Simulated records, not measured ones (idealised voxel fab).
The process module presented herein is designated voxel tone inversion.
For reference, the cross-section in this document is cut, with width 155 nm and square cells of 5 nm.
Notation: cross-section as square-cell grid; stated in bands, top first, going down; one or more cell rows per band. Each band's line starts with the height of the band's top and of its bottom, in nm. Then come its materials from left to right, each with its width in nm. One material with "full width" fills the band from edge to edge. "empty" is empty space. For the purposes of this specification, 0 denotes the height below which the wafer in its as-received condition is composed wholly of one material, and the lowermost band, lacking a lower limit, extends downward without end, as expressed in "0 -> down". You'd read "30 to 40" like this: the band's top row of cells is as wide as the first number, its bottom row is as wide as the second, and going down, every row changes width by the same amount as the row before did. Reading "stayed the same" for a step: not a cell of the cross-section changed in it. "Closed void roster": sealed empty spaces, 8 cells or more, no open way to top, listed width x height at distance, with distance from the left edge and width, height and distance in nm. Where a step's line continues beyond its settings, the continuation is a remark by the simulator itself on that step. The "overlay nm" setting may appear on a step's line; for a step that uses a mask, it gives how far to the right of its planned position the mask lay, and a negative value indicates the left.
### Steps in the process plan
1 op RECEIVE | material Si
2 op CONFORMAL_DEP | material SiCN | thk nm 10
3 op DIRECTIONAL_DEP | material aC | thk nm 25
4 op PATTERN | tone cover | mask id POSTS | material resist | width nm 20 | pitch nm 40 | thk nm 30 | overlay nm 0
5 op DIRECTIONAL_ETCH | etch materials aC | depth nm 25
6 op STRIP | etch materials resist
7 op FILL_DEP | material lowk | thk nm 5
8 op CMP | height nm 35
9 op STRIP | etch materials aC
### Run as planned: first of two wafers
### as received, after step 1
  0 -> down: Si full width
  Closed void roster: none
### After step 2: wafer cross-section
  10 -> 0: SiCN full width
  Under the height 0 nothing was changed.
### After step 3: wafer cross-section
  35 -> 10: aC full width
  Under the height 10 nothing was changed.
### After step 4: wafer cross-section
  65 -> 35: 25 nm empty | 20 nm resist | 20 nm empty | 20 nm resist | 20 nm empty | 20 nm resist | 30 nm empty
  Under the height 35 nothing was changed.
### After step 5: wafer cross-section
  40 -> 35: 25 nm empty | 20 nm resist | 20 nm empty | 20 nm resist | 20 nm empty | 20 nm resist | 30 nm empty
  35 -> 10: 25 nm empty | 20 nm aC | 20 nm empty | 20 nm aC | 20 nm empty | 20 nm aC | 30 nm empty
  Under the height 10 nothing was changed.
### After step 6: wafer cross-section
  35 -> 10: 25 nm empty | 20 nm aC | 20 nm empty | 20 nm aC | 20 nm empty | 20 nm aC | 30 nm empty
  Under the height 10 nothing was changed.
### After step 7: wafer cross-section
  40 -> 35: lowk full width
  35 -> 10: 25 nm lowk | 20 nm aC | 20 nm lowk | 20 nm aC | 20 nm lowk | 20 nm aC | 30 nm lowk
  Under the height 10 nothing was changed.
### After step 8: wafer cross-section
  35 -> 10: 25 nm lowk | 20 nm aC | 20 nm lowk | 20 nm aC | 20 nm lowk | 20 nm aC | 30 nm lowk
  Under the height 10 nothing was changed.
### After step 9: wafer cross-section
  35 -> 10: 25 nm lowk | 20 nm empty | 20 nm lowk | 20 nm empty | 20 nm lowk | 20 nm empty | 30 nm lowk
  Under the height 10 nothing was changed.
### Wafer two: like wafer one in start and plan, but with one mistake in execution; identical up to and including step 1
### Cross-section, second wafer, at the end time the plan gives for step 2
  10 -> 0: lowk full width
  Under the height 0 nothing was changed.
### Cross-section, second wafer, at the end time the plan gives for step 3
  35 -> 10: aC full width
  Under the height 10 nothing was changed.
### Cross-section, second wafer, at the end time the plan gives for step 4
  65 -> 35: 25 nm empty | 20 nm resist | 20 nm empty | 20 nm resist | 20 nm empty | 20 nm resist | 30 nm empty
  Under the height 35 nothing was changed.
### Cross-section, second wafer, at the end time the plan gives for step 5
  40 -> 35: 25 nm empty | 20 nm resist | 20 nm empty | 20 nm resist | 20 nm empty | 20 nm resist | 30 nm empty
  35 -> 10: 25 nm empty | 20 nm aC | 20 nm empty | 20 nm aC | 20 nm empty | 20 nm aC | 30 nm empty
  Under the height 10 nothing was changed.
### Cross-section, second wafer, at the end time the plan gives for step 6
  35 -> 10: 25 nm empty | 20 nm aC | 20 nm empty | 20 nm aC | 20 nm empty | 20 nm aC | 30 nm empty
  Under the height 10 nothing was changed.
### Cross-section, second wafer, at the end time the plan gives for step 7
  40 -> 35: lowk full width
  35 -> 10: 25 nm lowk | 20 nm aC | 20 nm lowk | 20 nm aC | 20 nm lowk | 20 nm aC | 30 nm lowk
  Under the height 10 nothing was changed.
### Cross-section, second wafer, at the end time the plan gives for step 8
  35 -> 10: 25 nm lowk | 20 nm aC | 20 nm lowk | 20 nm aC | 20 nm lowk | 20 nm aC | 30 nm lowk
  Under the height 10 nothing was changed.
### Cross-section, second wafer, at the end time the plan gives for step 9
  35 -> 10: 25 nm lowk | 20 nm empty | 20 nm lowk | 20 nm empty | 20 nm lowk | 20 nm empty | 30 nm lowk
  Under the height 10 nothing was changed.
What was the processing mistake? step 2 did not use the planned setting and instead ran as op CONFORMAL_DEP | material lowk | thk nm 10
It is noted that, at the conclusion of processing, the second wafer exhibits a higher or lower cell count for certain materials relative to the first: 62 fewer of SiCN; 62 more of lowk
